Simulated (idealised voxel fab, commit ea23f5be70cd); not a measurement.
Name of the process module below: voxel air gaps
Square cell edge 5 nm, section width 220 nm, ID cut.
Square cells in a grid make up a cross-section in this document, and the grid is given as bands, listed from the top down, each one or more rows of cells.
Quick guide to a band line: top height, bottom height (nm) up front; then every material left to right with its width in nm. Only one material and it's marked "full width"? Then it fills the band edge to edge. And "air" just means empty space.
Height is counted from the level 0, under which the received wafer is composed throughout of one material. The lowest of the bands is not closed at the bottom but continues downward, in the notation "top 0, no bottom".
Width spec "30..40" -> top row of cells at first value, bottom row at second value, equal per-row change in between.
Basically "nothing was modified" means that step didn't change any cell in the cross-section.
Empty spaces counting at least 8 cells and having no open way to the top are listed in "Sealed-off cavities". The notation width x height at distance is used for each, the distance being from the left edge and all three values in nm.
That trailing text on a step's line, after the settings, is the simulator's own remark on the step.
On any step carrying a mask, the "overlay nm" setting, if present on the step's line, tells how far right of its planned place the mask lay; negative values point to the left.
What follows is a series of pairs. Each pair shows a cross-section before one process step and the cross-section after it, and the after view is drawn only down to the lowest band that changed. Beneath each pair is the step that lies between the two, with its settings. Pairs may come from different runs of this module on the same starting wafer, so a pair continues from the one above it only where its entry headed "Pre-step section" says so.
Pre-step section:
	top 0, no bottom  Si full width
	Sealed-off cavities: none
Post-Step Geometry:
	top 10, bottom 0  SiO2 full width
	Below a height of 0, the structure has not been altered.
	Sealed-off cavities: none
Going from one cross-section above to the next, the wafer undergoes CONFORMAL_DEP with material SiO2, thk nm 10
Pre-step section: we pick up right where the pair above leaves off, with its after cross-section.
Post-Step Geometry:
	top 15, bottom 10  SiCN full width
	Below a height of 10, the structure has not been altered.
	Sealed-off cavities: none
Going from one cross-section above to the next, the wafer undergoes CONFORMAL_DEP with material SiCN, thk nm 5
Pre-step section: we pick up right where the pair above leaves off, with its after cross-section.
Post-Step Geometry:
	top 45, bottom 15  SiO2 full width
	Below a height of 15, the structure has not been altered.
	Sealed-off cavities: none
Going from one cross-section above to the next, the wafer undergoes DIRECTIONAL_DEP with material SiO2, thk nm 30
Pre-step section: we pick up right where the pair above leaves off, with its after cross-section.
Post-Step Geometry:
	top 60, bottom 45  20 nm resist; 25 nm air; 25 nm resist; 25 nm air; 25 nm resist; 25 nm air; 25 nm resist; 25 nm air; 25 nm resist
	Below a height of 45, the structure has not been altered.
	Sealed-off cavities: none
Going from one cross-section above to the next, the wafer undergoes PATTERN with tone open, mask id LINES, material resist, width nm 25, pitch nm 50, thk nm 15, overlay nm 0
Pre-step section: we pick up right where the pair above leaves off, with its after cross-section.
Post-Step Geometry:
	top 60, bottom 45  20 nm resist; 25 nm air; 25 nm resist; 25 nm air; 25 nm resist; 25 nm air; 25 nm resist; 25 nm air; 25 nm resist
	top 45, bottom 15  20 nm SiO2; 25 nm air; 25 nm SiO2; 25 nm air; 25 nm SiO2; 25 nm air; 25 nm SiO2; 25 nm air; 25 nm SiO2
	Below a height of 15, the structure has not been altered.
	Sealed-off cavities: none
Going from one cross-section above to the next, the wafer undergoes DIRECTIONAL_ETCH with etch materials SiO2, depth nm 30
Pre-step section: we pick up right where the pair above leaves off, with its after cross-section.
Post-Step Geometry:
	top 45, bottom 15  20 nm SiO2; 25 nm air; 25 nm SiO2; 25 nm air; 25 nm SiO2; 25 nm air; 25 nm SiO2; 25 nm air; 25 nm SiO2
	Below a height of 15, the structure has not been altered.
	Sealed-off cavities: none
Going from one cross-section above to the next, the wafer undergoes STRIP with etch materials resist
Pre-step section: we pick up right where the pair above leaves off, with its after cross-section.
Post-Step Geometry:
	top 50, bottom 45  25 nm TiN; 15 nm air; 35 nm TiN; 15 nm air; 35 nm TiN; 15 nm air; 35 nm TiN; 15 nm air; 30 nm TiN
	top 45, bottom 20  20 nm SiO2; 5 nm TiN; 15 nm air; 5 nm TiN; 25 nm SiO2; 5 nm TiN; 15 nm air; 5 nm TiN; 25 nm SiO2; 5 nm TiN; 15 nm air; 5 nm TiN; 25 nm SiO2; 5 nm TiN; 15 nm air; 5 nm TiN; 25 nm SiO2
	top 20, bottom 15  20 nm SiO2; 25 nm TiN; 25 nm SiO2; 25 nm TiN; 25 nm SiO2; 25 nm TiN; 25 nm SiO2; 25 nm TiN; 25 nm SiO2
	Below a height of 15, the structure has not been altered.
	Sealed-off cavities: none
Going from one cross-section above to the next, the wafer undergoes CONFORMAL_DEP with material TiN, thk nm 5
Pre-step section: we pick up right where the pair above leaves off, with its after cross-section.
Post-Step Geometry:
	top 55, bottom 50  Ru full width
	top 50, bottom 45  25 nm TiN; 15 nm Ru; 35 nm TiN; 15 nm Ru; 35 nm TiN; 15 nm Ru; 35 nm TiN; 15 nm Ru; 30 nm TiN
	top 45, bottom 20  20 nm SiO2; 5 nm TiN; 15 nm Ru; 5 nm TiN; 25 nm SiO2; 5 nm TiN; 15 nm Ru; 5 nm TiN; 25 nm SiO2; 5 nm TiN; 15 nm Ru; 5 nm TiN; 25 nm SiO2; 5 nm TiN; 15 nm Ru; 5 nm TiN; 25 nm SiO2
	Below a height of 20, the structure has not been altered.
	Sealed-off cavities: none
Going from one cross-section above to the next, the wafer undergoes FILL_DEP with material Ru, thk nm 5
Pre-step section: we pick up right where the pair above leaves off, with its after cross-section.
Post-Step Geometry:
	top 45, bottom 20  20 nm SiO2; 5 nm TiN; 15 nm Ru; 5 nm TiN; 25 nm SiO2; 5 nm TiN; 15 nm Ru; 5 nm TiN; 25 nm SiO2; 5 nm TiN; 15 nm Ru; 5 nm TiN; 25 nm SiO2; 5 nm TiN; 15 nm Ru; 5 nm TiN; 25 nm SiO2
	Below a height of 20, the structure has not been altered.
	Sealed-off cavities: none
Going from one cross-section above to the next, the wafer undergoes CMP with height nm 45
Pre-step section: we pick up right where the pair above leaves off, with its after cross-section.
Post-Step Geometry:
	top 55, bottom 45  10 nm air; 45 nm Ru; 5 nm air; 45 nm Ru; 5 nm air; 45 nm Ru; 5 nm air; 45 nm Ru; 15 nm air
	Below a height of 45, the structure has not been altered.
	Sealed-off cavities: none
Going from one cross-section above to the next, the wafer undergoes EPI with material Ru, thk nm 10
Pre-step section: we pick up right where the pair above leaves off, with its after cross-section.
Post-Step Geometry:
	top 55, bottom 45  10 nm air; 45 nm Ru; 5 nm air; 45 nm Ru; 5 nm air; 45 nm Ru; 5 nm air; 45 nm Ru; 15 nm air
	top 45, bottom 20  20 nm air; 5 nm TiN; 15 nm Ru; 5 nm TiN; 25 nm air; 5 nm TiN; 15 nm Ru; 5 nm TiN; 25 nm air; 5 nm TiN; 15 nm Ru; 5 nm TiN; 25 nm air; 5 nm TiN; 15 nm Ru; 5 nm TiN; 25 nm air
	top 20, bottom 15  20 nm air; 25 nm TiN; 25 nm air; 25 nm TiN; 25 nm air; 25 nm TiN; 25 nm air; 25 nm TiN; 25 nm air
	Below a height of 15, the structure has not been altered.
	Sealed-off cavities: none
Going from one cross-section above to the next, the wafer undergoes SELECTIVE_ETCH with etch materials SiO2, depth nm 40
Pre-step section: we pick up right where the pair above leaves off, with its after cross-section.
Post-Step Geometry:
	top 60, bottom 55  5 nm air; 205 nm SiCN; 10 nm air
	top 55, bottom 45  5 nm air; 5 nm SiCN; 45 nm Ru; 5 nm SiCN; 45 nm Ru; 5 nm SiCN; 45 nm Ru; 5 nm SiCN; 45 nm Ru; 5 nm SiCN; 10 nm air
	top 45, bottom 40  5 nm air; 15 nm SiCN; 5 nm TiN; 15 nm Ru; 5 nm TiN; 25 nm SiCN; 5 nm TiN; 15 nm Ru; 5 nm TiN; 25 nm SiCN; 5 nm TiN; 15 nm Ru; 5 nm TiN; 25 nm SiCN; 5 nm TiN; 15 nm Ru; 5 nm TiN; 15 nm SiCN; 10 nm air
	top 40, bottom 20  15 nm air; 5 nm SiCN; 5 nm TiN; 15 nm Ru; 5 nm TiN; 5 nm SiCN; 15 nm air; 5 nm SiCN; 5 nm TiN; 15 nm Ru; 5 nm TiN; 5 nm SiCN; 15 nm air; 5 nm SiCN; 5 nm TiN; 15 nm Ru; 5 nm TiN; 5 nm SiCN; 15 nm air; 5 nm SiCN; 5 nm TiN; 15 nm Ru; 5 nm TiN; 5 nm SiCN; 20 nm air
	top 20, bottom 15  20 nm SiCN; 25 nm TiN; 25 nm SiCN; 25 nm TiN; 25 nm SiCN; 25 nm TiN; 25 nm SiCN; 25 nm TiN; 25 nm SiCN
	Below a height of 15, the structure has not been altered.
	Sealed-off cavities: 15 x 20 at 50; 15 x 20 at 100; 15 x 20 at 150
Going from one cross-section above to the next, the wafer undergoes CONFORMAL_DEP with material SiCN, thk nm 5
Pre-step section:
	top 55, bottom 45  10 nm air; 45 nm Ru; 5 nm air; 45 nm Ru; 5 nm air; 45 nm Ru; 5 nm air; 45 nm Ru; 15 nm air
	top 45, bottom 20  20 nm SiO2; 5 nm TiN; 15 nm Ru; 5 nm TiN; 25 nm SiO2; 5 nm TiN; 15 nm Ru; 5 nm TiN; 25 nm SiO2; 5 nm TiN; 15 nm Ru; 5 nm TiN; 25 nm SiO2; 5 nm TiN; 15 nm Ru; 5 nm TiN; 25 nm SiO2
	top 20, bottom 15  20 nm SiO2; 25 nm TiN; 25 nm SiO2; 25 nm TiN; 25 nm SiO2; 25 nm TiN; 25 nm SiO2; 25 nm TiN; 25 nm SiO2
	top 15, bottom 10  SiCN full width
	top 10, bottom 0  SiO2 full width
	top 0, no bottom  Si full width
	Sealed-off cavities: none
Post-Step Geometry:
	top 65, bottom 45  215 nm Ru; 5 nm air
	Below a height of 45, the structure has not been altered.
	Sealed-off cavities: none
Going from one cross-section above to the next, the wafer undergoes EPI with material Ru, thk nm 10
Pre-step section: we pick up right where the pair above leaves off, with its after cross-section.
Post-Step Geometry:
	top 65, bottom 45  215 nm Ru; 5 nm air
	top 45, bottom 20  20 nm SiO2; 5 nm TiN; 15 nm Ru; 5 nm TiN; 25 nm SiO2; 5 nm TiN; 15 nm Ru; 5 nm TiN; 25 nm SiO2; 5 nm TiN; 15 nm Ru; 5 nm TiN; 25 nm SiO2; 5 nm TiN; 15 nm Ru; 5 nm TiN; 25 nm air
	top 20, bottom 15  20 nm SiO2; 25 nm TiN; 25 nm SiO2; 25 nm TiN; 25 nm SiO2; 25 nm TiN; 25 nm SiO2; 25 nm TiN; 25 nm air
	Below a height of 15, the structure has not been altered.
	Sealed-off cavities: none
Going from one cross-section above to the next, the wafer undergoes SELECTIVE_ETCH with etch materials SiO2, depth nm 40
Pre-step section: we pick up right where the pair above leaves off, with its after cross-section.
Post-Step Geometry:
	top 70, bottom 65  SiCN full width
	top 65, bottom 45  215 nm Ru; 5 nm SiCN
	top 45, bottom 40  20 nm SiO2; 5 nm TiN; 15 nm Ru; 5 nm TiN; 25 nm SiO2; 5 nm TiN; 15 nm Ru; 5 nm TiN; 25 nm SiO2; 5 nm TiN; 15 nm Ru; 5 nm TiN; 25 nm SiO2; 5 nm TiN; 15 nm Ru; 5 nm TiN; 25 nm SiCN
	top 40, bottom 20  20 nm SiO2; 5 nm TiN; 15 nm Ru; 5 nm TiN; 25 nm SiO2; 5 nm TiN; 15 nm Ru; 5 nm TiN; 25 nm SiO2; 5 nm TiN; 15 nm Ru; 5 nm TiN; 25 nm SiO2; 5 nm TiN; 15 nm Ru; 5 nm TiN; 5 nm SiCN; 20 nm air
	top 20, bottom 15  20 nm SiO2; 25 nm TiN; 25 nm SiO2; 25 nm TiN; 25 nm SiO2; 25 nm TiN; 25 nm SiO2; 25 nm TiN; 25 nm SiCN
	Below a height of 15, the structure has not been altered.
	Sealed-off cavities: 20 x 20 at 200
Going from one cross-section above to the next, the wafer undergoes CONFORMAL_DEP with material SiCN, thk nm 5
Pre-step section:
	top 0, no bottom  Si full width
	Sealed-off cavities: none
Post-Step Geometry:
	top 5, bottom 0  SiCN full width
	Below a height of 0, the structure has not been altered.
	Sealed-off cavities: none
Going from one cross-section above to the next, the wafer undergoes CONFORMAL_DEP with material SiCN, thk nm 5
Pre-step section: we pick up right where the pair above leaves off, with its after cross-section.
Post-Step Geometry:
	top 15, bottom 5  SiO2 full width
	Below a height of 5, the structure has not been altered.
	Sealed-off cavities: none
Going from one cross-section above to the next, the wafer undergoes CONFORMAL_DEP with material SiO2, thk nm 10
Pre-step section: we pick up right where the pair above leaves off, with its after cross-section.
Post-Step Geometry:
	top 45, bottom 5  SiO2 full width
	Below a height of 5, the structure has not been altered.
	Sealed-off cavities: none
Going from one cross-section above to the next, the wafer undergoes DIRECTIONAL_DEP with material SiO2, thk nm 30
Pre-step section: we pick up right where the pair above leaves off, with its after cross-section.
Post-Step Geometry:
	top 60, bottom 45  20 nm resist; 25 nm air; 25 nm resist; 25 nm air; 25 nm resist; 25 nm air; 25 nm resist; 25 nm air; 25 nm resist
	Below a height of 45, the structure has not been altered.
	Sealed-off cavities: none
Going from one cross-section above to the next, the wafer undergoes PATTERN with tone open, mask id LINES, material resist, width nm 25, pitch nm 50, thk nm 15, overlay nm 0
Pre-step section: we pick up right where the pair above leaves off, with its after cross-section.
Post-Step Geometry:
	top 60, bottom 45  20 nm resist; 25 nm air; 25 nm resist; 25 nm air; 25 nm resist; 25 nm air; 25 nm resist; 25 nm air; 25 nm resist
	top 45, bottom 15  20 nm SiO2; 25 nm air; 25 nm SiO2; 25 nm air; 25 nm SiO2; 25 nm air; 25 nm SiO2; 25 nm air; 25 nm SiO2
	Below a height of 15, the structure has not been altered.
	Sealed-off cavities: none
Going from one cross-section above to the next, the wafer undergoes DIRECTIONAL_ETCH with etch materials SiO2, depth nm 30
Pre-step section: we pick up right where the pair above leaves off, with its after cross-section.
Post-Step Geometry:
	top 45, bottom 15  20 nm SiO2; 25 nm air; 25 nm SiO2; 25 nm air; 25 nm SiO2; 25 nm air; 25 nm SiO2; 25 nm air; 25 nm SiO2
	Below a height of 15, the structure has not been altered.
	Sealed-off cavities: none
Going from one cross-section above to the next, the wafer undergoes STRIP with etch materials resist
Pre-step section: we pick up right where the pair above leaves off, with its after cross-section.
Post-Step Geometry:
	top 50, bottom 45  25 nm TiN; 15 nm air; 35 nm TiN; 15 nm air; 35 nm TiN; 15 nm air; 35 nm TiN; 15 nm air; 30 nm TiN
	top 45, bottom 20  20 nm SiO2; 5 nm TiN; 15 nm air; 5 nm TiN; 25 nm SiO2; 5 nm TiN; 15 nm air; 5 nm TiN; 25 nm SiO2; 5 nm TiN; 15 nm air; 5 nm TiN; 25 nm SiO2; 5 nm TiN; 15 nm air; 5 nm TiN; 25 nm SiO2
	top 20, bottom 15  20 nm SiO2; 25 nm TiN; 25 nm SiO2; 25 nm TiN; 25 nm SiO2; 25 nm TiN; 25 nm SiO2; 25 nm TiN; 25 nm SiO2
	Below a height of 15, the structure has not been altered.
	Sealed-off cavities: none
Going from one cross-section above to the next, the wafer undergoes CONFORMAL_DEP with material TiN, thk nm 5
Pre-step section: we pick up right where the pair above leaves off, with its after cross-section.
Post-Step Geometry:
	top 55, bottom 50  Ru full width
	top 50, bottom 45  25 nm TiN; 15 nm Ru; 35 nm TiN; 15 nm Ru; 35 nm TiN; 15 nm Ru; 35 nm TiN; 15 nm Ru; 30 nm TiN
	top 45, bottom 20  20 nm SiO2; 5 nm TiN; 15 nm Ru; 5 nm TiN; 25 nm SiO2; 5 nm TiN; 15 nm Ru; 5 nm TiN; 25 nm SiO2; 5 nm TiN; 15 nm Ru; 5 nm TiN; 25 nm SiO2; 5 nm TiN; 15 nm Ru; 5 nm TiN; 25 nm SiO2
	Below a height of 20, the structure has not been altered.
	Sealed-off cavities: none
Going from one cross-section above to the next, the wafer undergoes FILL_DEP with material Ru, thk nm 5
Pre-step section: we pick up right where the pair above leaves off, with its after cross-section.
Post-Step Geometry:
	top 45, bottom 20  20 nm SiO2; 5 nm TiN; 15 nm Ru; 5 nm TiN; 25 nm SiO2; 5 nm TiN; 15 nm Ru; 5 nm TiN; 25 nm SiO2; 5 nm TiN; 15 nm Ru; 5 nm TiN; 25 nm SiO2; 5 nm TiN; 15 nm Ru; 5 nm TiN; 25 nm SiO2
	Below a height of 20, the structure has not been altered.
	Sealed-off cavities: none
Going from one cross-section above to the next, the wafer undergoes CMP with height nm 45
Pre-step section: we pick up right where the pair above leaves off, with its after cross-section.
Post-Step Geometry:
	top 55, bottom 45  10 nm air; 45 nm Ru; 5 nm air; 45 nm Ru; 5 nm air; 45 nm Ru; 5 nm air; 45 nm Ru; 15 nm air
	Below a height of 45, the structure has not been altered.
	Sealed-off cavities: none
Going from one cross-section above to the next, the wafer undergoes EPI with material Ru, thk nm 10
Pre-step section: we pick up right where the pair above leaves off, with its after cross-section.
Post-Step Geometry:
	top 55, bottom 45  10 nm air; 45 nm Ru; 5 nm air; 45 nm Ru; 5 nm air; 45 nm Ru; 5 nm air; 45 nm Ru; 15 nm air
	top 45, bottom 20  20 nm air; 5 nm TiN; 15 nm Ru; 5 nm TiN; 25 nm air; 5 nm TiN; 15 nm Ru; 5 nm TiN; 25 nm air; 5 nm TiN; 15 nm Ru; 5 nm TiN; 25 nm air; 5 nm TiN; 15 nm Ru; 5 nm TiN; 25 nm air
	top 20, bottom 15  20 nm air; 25 nm TiN; 25 nm air; 25 nm TiN; 25 nm air; 25 nm TiN; 25 nm air; 25 nm TiN; 25 nm air
	top 15, bottom 5  30 nm air; 5 nm SiO2; 45 nm air; 5 nm SiO2; 45 nm air; 5 nm SiO2; 45 nm air; 5 nm SiO2; 35 nm air
	Below a height of 5, the structure has not been altered.
	Sealed-off cavities: none
Going from one cross-section above to the next, the wafer undergoes SELECTIVE_ETCH with etch materials SiO2, depth nm 40
Pre-step section: we pick up right where the pair above leaves off, with its after cross-section.
Post-Step Geometry:
	top 60, bottom 55  5 nm air; 205 nm SiCN; 10 nm air
	top 55, bottom 45  5 nm air; 5 nm SiCN; 45 nm Ru; 5 nm SiCN; 45 nm Ru; 5 nm SiCN; 45 nm Ru; 5 nm SiCN; 45 nm Ru; 5 nm SiCN; 10 nm air
	top 45, bottom 40  5 nm air; 15 nm SiCN; 5 nm TiN; 15 nm Ru; 5 nm TiN; 25 nm SiCN; 5 nm TiN; 15 nm Ru; 5 nm TiN; 25 nm SiCN; 5 nm TiN; 15 nm Ru; 5 nm TiN; 25 nm SiCN; 5 nm TiN; 15 nm Ru; 5 nm TiN; 15 nm SiCN; 10 nm air
	top 40, bottom 20  15 nm air; 5 nm SiCN; 5 nm TiN; 15 nm Ru; 5 nm TiN; 5 nm SiCN; 15 nm air; 5 nm SiCN; 5 nm TiN; 15 nm Ru; 5 nm TiN; 5 nm SiCN; 15 nm air; 5 nm SiCN; 5 nm TiN; 15 nm Ru; 5 nm TiN; 5 nm SiCN; 15 nm air; 5 nm SiCN; 5 nm TiN; 15 nm Ru; 5 nm TiN; 5 nm SiCN; 20 nm air
	top 20, bottom 15  15 nm air; 5 nm SiCN; 25 nm TiN; 5 nm SiCN; 15 nm air; 5 nm SiCN; 25 nm TiN; 5 nm SiCN; 15 nm air; 5 nm SiCN; 25 nm TiN; 5 nm SiCN; 15 nm air; 5 nm SiCN; 25 nm TiN; 5 nm SiCN; 20 nm air
	top 15, bottom 10  15 nm air; 15 nm SiCN; 5 nm SiO2; 15 nm SiCN; 15 nm air; 15 nm SiCN; 5 nm SiO2; 15 nm SiCN; 15 nm air; 15 nm SiCN; 5 nm SiO2; 15 nm SiCN; 15 nm air; 15 nm SiCN; 5 nm SiO2; 15 nm SiCN; 20 nm air
	top 10, bottom 5  30 nm SiCN; 5 nm SiO2; 45 nm SiCN; 5 nm SiO2; 45 nm SiCN; 5 nm SiO2; 45 nm SiCN; 5 nm SiO2; 35 nm SiCN
	Below a height of 5, the structure has not been altered.
	Sealed-off cavities: 15 x 30 at 50; 15 x 30 at 100; 15 x 30 at 150
Going from one cross-section above to the next, the wafer undergoes CONFORMAL_DEP with material SiCN, thk nm 5
Pre-step section:
	top 55, bottom 50  Ru full width
	top 50, bottom 45  25 nm TiN; 15 nm Ru; 35 nm TiN; 15 nm Ru; 35 nm TiN; 15 nm Ru; 35 nm TiN; 15 nm Ru; 30 nm TiN
	top 45, bottom 20  20 nm SiO2; 5 nm TiN; 15 nm Ru; 5 nm TiN; 25 nm SiO2; 5 nm TiN; 15 nm Ru; 5 nm TiN; 25 nm SiO2; 5 nm TiN; 15 nm Ru; 5 nm TiN; 25 nm SiO2; 5 nm TiN; 15 nm Ru; 5 nm TiN; 25 nm SiO2
	top 20, bottom 15  20 nm SiO2; 25 nm TiN; 25 nm SiO2; 25 nm TiN; 25 nm SiO2; 25 nm TiN; 25 nm SiO2; 25 nm TiN; 25 nm SiO2
	top 15, bottom 10  SiCN full width
	top 10, bottom 0  SiO2 full width
	top 0, no bottom  Si full width
	Sealed-off cavities: none
Post-Step Geometry:
	top 40, bottom 20  20 nm SiO2; 5 nm TiN; 15 nm Ru; 5 nm TiN; 25 nm SiO2; 5 nm TiN; 15 nm Ru; 5 nm TiN; 25 nm SiO2; 5 nm TiN; 15 nm Ru; 5 nm TiN; 25 nm SiO2; 5 nm TiN; 15 nm Ru; 5 nm TiN; 25 nm SiO2
	Below a height of 20, the structure has not been altered.
	Sealed-off cavities: none
Going from one cross-section above to the next, the wafer undergoes CMP with height nm 40
Pre-step section: we pick up right where the pair above leaves off, with its after cross-section.
Post-Step Geometry:
	top 50, bottom 40  10 nm air; 45 nm Ru; 5 nm air; 45 nm Ru; 5 nm air; 45 nm Ru; 5 nm air; 45 nm Ru; 15 nm air
	Below a height of 40, the structure has not been altered.
	Sealed-off cavities: none
Going from one cross-section above to the next, the wafer undergoes EPI with material Ru, thk nm 10
Pre-step section: we pick up right where the pair above leaves off, with its after cross-section.
Post-Step Geometry:
	top 50, bottom 40  10 nm air; 45 nm Ru; 5 nm air; 45 nm Ru; 5 nm air; 45 nm Ru; 5 nm air; 45 nm Ru; 15 nm air
	top 40, bottom 20  20 nm air; 5 nm TiN; 15 nm Ru; 5 nm TiN; 25 nm air; 5 nm TiN; 15 nm Ru; 5 nm TiN; 25 nm air; 5 nm TiN; 15 nm Ru; 5 nm TiN; 25 nm air; 5 nm TiN; 15 nm Ru; 5 nm TiN; 25 nm air
	top 20, bottom 15  20 nm air; 25 nm TiN; 25 nm air; 25 nm TiN; 25 nm air; 25 nm TiN; 25 nm air; 25 nm TiN; 25 nm air
	Below a height of 15, the structure has not been altered.
	Sealed-off cavities: none
Going from one cross-section above to the next, the wafer undergoes SELECTIVE_ETCH with etch materials SiO2, depth nm 40
Pre-step section: we pick up right where the pair above leaves off, with its after cross-section.
Post-Step Geometry:
	top 55, bottom 50  5 nm air; 205 nm SiCN; 10 nm air
	top 50, bottom 40  5 nm air; 5 nm SiCN; 45 nm Ru; 5 nm SiCN; 45 nm Ru; 5 nm SiCN; 45 nm Ru; 5 nm SiCN; 45 nm Ru; 5 nm SiCN; 10 nm air
	top 40, bottom 35  5 nm air; 15 nm SiCN; 5 nm TiN; 15 nm Ru; 5 nm TiN; 25 nm SiCN; 5 nm TiN; 15 nm Ru; 5 nm TiN; 25 nm SiCN; 5 nm TiN; 15 nm Ru; 5 nm TiN; 25 nm SiCN; 5 nm TiN; 15 nm Ru; 5 nm TiN; 15 nm SiCN; 10 nm air
	top 35, bottom 20  15 nm air; 5 nm SiCN; 5 nm TiN; 15 nm Ru; 5 nm TiN; 5 nm SiCN; 15 nm air; 5 nm SiCN; 5 nm TiN; 15 nm Ru; 5 nm TiN; 5 nm SiCN; 15 nm air; 5 nm SiCN; 5 nm TiN; 15 nm Ru; 5 nm TiN; 5 nm SiCN; 15 nm air; 5 nm SiCN; 5 nm TiN; 15 nm Ru; 5 nm TiN; 5 nm SiCN; 20 nm air
	top 20, bottom 15  20 nm SiCN; 25 nm TiN; 25 nm SiCN; 25 nm TiN; 25 nm SiCN; 25 nm TiN; 25 nm SiCN; 25 nm TiN; 25 nm SiCN
	Below a height of 15, the structure has not been altered.
	Sealed-off cavities: 15 x 15 at 50; 15 x 15 at 100; 15 x 15 at 150
Going from one cross-section above to the next, the wafer undergoes CONFORMAL_DEP with material SiCN, thk nm 5
Pre-step section:
	top 45, bottom 15  SiO2 full width
	top 15, bottom 10  SiCN full width
	top 10, bottom 0  SiO2 full width
	top 0, no bottom  Si full width
	Sealed-off cavities: none
Post-Step Geometry:
	top 60, bottom 45  25 nm resist; 20 nm air; 30 nm resist; 20 nm air; 30 nm resist; 20 nm air; 30 nm resist; 20 nm air; 25 nm resist
	Below a height of 45, the structure has not been altered.
	Sealed-off cavities: none
Going from one cross-section above to the next, the wafer undergoes PATTERN with tone open, mask id LINES, material resist, width nm 20, pitch nm 50, thk nm 15, overlay nm 0
Pre-step section: we pick up right where the pair above leaves off, with its after cross-section.
Post-Step Geometry:
	top 60, bottom 45  25 nm resist; 20 nm air; 30 nm resist; 20 nm air; 30 nm resist; 20 nm air; 30 nm resist; 20 nm air; 25 nm resist
	top 45, bottom 15  25 nm SiO2; 20 nm air; 30 nm SiO2; 20 nm air; 30 nm SiO2; 20 nm air; 30 nm SiO2; 20 nm air; 25 nm SiO2
	Below a height of 15, the structure has not been altered.
	Sealed-off cavities: none
Going from one cross-section above to the next, the wafer undergoes DIRECTIONAL_ETCH with etch materials SiO2, depth nm 30
Pre-step section: we pick up right where the pair above leaves off, with its after cross-section.
Post-Step Geometry:
	top 45, bottom 15  25 nm SiO2; 20 nm air; 30 nm SiO2; 20 nm air; 30 nm SiO2; 20 nm air; 30 nm SiO2; 20 nm air; 25 nm SiO2
	Below a height of 15, the structure has not been altered.
	Sealed-off cavities: none
Going from one cross-section above to the next, the wafer undergoes STRIP with etch materials resist
Pre-step section: we pick up right where the pair above leaves off, with its after cross-section.
Post-Step Geometry:
	top 50, bottom 45  30 nm TiN; 10 nm air; 40 nm TiN; 10 nm air; 40 nm TiN; 10 nm air; 40 nm TiN; 10 nm air; 30 nm TiN
	top 45, bottom 20  25 nm SiO2; 5 nm TiN; 10 nm air; 5 nm TiN; 30 nm SiO2; 5 nm TiN; 10 nm air; 5 nm TiN; 30 nm SiO2; 5 nm TiN; 10 nm air; 5 nm TiN; 30 nm SiO2; 5 nm TiN; 10 nm air; 5 nm TiN; 25 nm SiO2
	top 20, bottom 15  25 nm SiO2; 20 nm TiN; 30 nm SiO2; 20 nm TiN; 30 nm SiO2; 20 nm TiN; 30 nm SiO2; 20 nm TiN; 25 nm SiO2
	Below a height of 15, the structure has not been altered.
	Sealed-off cavities: none
Going from one cross-section above to the next, the wafer undergoes CONFORMAL_DEP with material TiN, thk nm 5
Pre-step section: we pick up right where the pair above leaves off, with its after cross-section.
Post-Step Geometry:
	top 55, bottom 50  Ru full width
	top 50, bottom 45  30 nm TiN; 10 nm Ru; 40 nm TiN; 10 nm Ru; 40 nm TiN; 10 nm Ru; 40 nm TiN; 10 nm Ru; 30 nm TiN
	top 45, bottom 20  25 nm SiO2; 5 nm TiN; 10 nm Ru; 5 nm TiN; 30 nm SiO2; 5 nm TiN; 10 nm Ru; 5 nm TiN; 30 nm SiO2; 5 nm TiN; 10 nm Ru; 5 nm TiN; 30 nm SiO2; 5 nm TiN; 10 nm Ru; 5 nm TiN; 25 nm SiO2
	Below a height of 20, the structure has not been altered.
	Sealed-off cavities: none
Going from one cross-section above to the next, the wafer undergoes FILL_DEP with material Ru, thk nm 5
Pre-step section: we pick up right where the pair above leaves off, with its after cross-section.
Post-Step Geometry:
	top 45, bottom 20  25 nm SiO2; 5 nm TiN; 10 nm Ru; 5 nm TiN; 30 nm SiO2; 5 nm TiN; 10 nm Ru; 5 nm TiN; 30 nm SiO2; 5 nm TiN; 10 nm Ru; 5 nm TiN; 30 nm SiO2; 5 nm TiN; 10 nm Ru; 5 nm TiN; 25 nm SiO2
	Below a height of 20, the structure has not been altered.
	Sealed-off cavities: none
Going from one cross-section above to the next, the wafer undergoes CMP with height nm 45
Pre-step section: we pick up right where the pair above leaves off, with its after cross-section.
Post-Step Geometry:
	top 55, bottom 45  15 nm air; 40 nm Ru; 10 nm air; 40 nm Ru; 10 nm air; 40 nm Ru; 10 nm air; 40 nm Ru; 15 nm air
	Below a height of 45, the structure has not been altered.
	Sealed-off cavities: none
Going from one cross-section above to the next, the wafer undergoes EPI with material Ru, thk nm 10
Pre-step section: we pick up right where the pair above leaves off, with its after cross-section.
Post-Step Geometry:
	top 55, bottom 45  15 nm air; 40 nm Ru; 10 nm air; 40 nm Ru; 10 nm air; 40 nm Ru; 10 nm air; 40 nm Ru; 15 nm air
	top 45, bottom 20  25 nm air; 5 nm TiN; 10 nm Ru; 5 nm TiN; 30 nm air; 5 nm TiN; 10 nm Ru; 5 nm TiN; 30 nm air; 5 nm TiN; 10 nm Ru; 5 nm TiN; 30 nm air; 5 nm TiN; 10 nm Ru; 5 nm TiN; 25 nm air
	top 20, bottom 15  25 nm air; 20 nm TiN; 30 nm air; 20 nm TiN; 30 nm air; 20 nm TiN; 30 nm air; 20 nm TiN; 25 nm air
	Below a height of 15, the structure has not been altered.
	Sealed-off cavities: none
Going from one cross-section above to the next, the wafer undergoes SELECTIVE_ETCH with etch materials SiO2, depth nm 40
